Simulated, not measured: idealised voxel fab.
process module | voxel released beams
cross-section cut | 270 nm wide | cells 5 nm
A cross-section is a grid of square cells, given in bands from the top down. A band is one or more rows of cells.
Each band's line starts with the height of the band's top and of its bottom, in nm. Then come its materials from left to right, each with its width in nm. One material with "throughout" fills the band from edge to edge. "air" is empty space.
Height 0 is the level under which the wafer as received is all one material. The lowest band goes on downwards, as in "0 down".
A width such as "30 to 40" changes by the same amount from each row of cells to the next, from the band's top row to its bottom row.
"no change" after a step means that no cell of the cross-section changed.
closed voids: empty space of 8 cells or more with no open way to the top, each as width x height at its distance from the left edge, in nm
after a step's settings: what the simulator itself notes on the step
overlay nm, on a step with a mask: how far to the right of its planned place the mask lay; to the left if negative
plan
1 op RECEIVE | material Si
2 op CONFORMAL_DEP | material SiN | thk nm 10
3 op DIRECTIONAL_DEP | material SiO2 | thk nm 20
4 op MASKED_ETCH | tone open | mask id ANCHOR | width nm 30 | etch materials SiO2 | depth nm 20 | overlay nm 0
5 op CONFORMAL_DEP | material polySi | thk nm 10
6 op DIRECTIONAL_DEP | material aC | thk nm 10
7 op PATTERN | tone cover | mask id BEAM | material resist | width nm 90 | thk nm 25 | overlay nm 0
8 op DIRECTIONAL_ETCH | etch materials aC | depth nm 10
9 op STRIP | etch materials resist
10 op DIRECTIONAL_ETCH | etch materials polySi | depth nm 10
11 op STRIP | etch materials aC
12 op STRIP | etch materials SiO2
as received, after step 1
  0 down: Si throughout
  closed voids: none
a wafer at the end: this start, this plan, one mistake
  40 to 30: air 85 | polySi 90 | air 95
  30 to 20: SiN throughout
  20 to 0: SiO2 throughout
  0 down: Si throughout
  closed voids: none
what went wrong: steps 2 and 3 were swapped
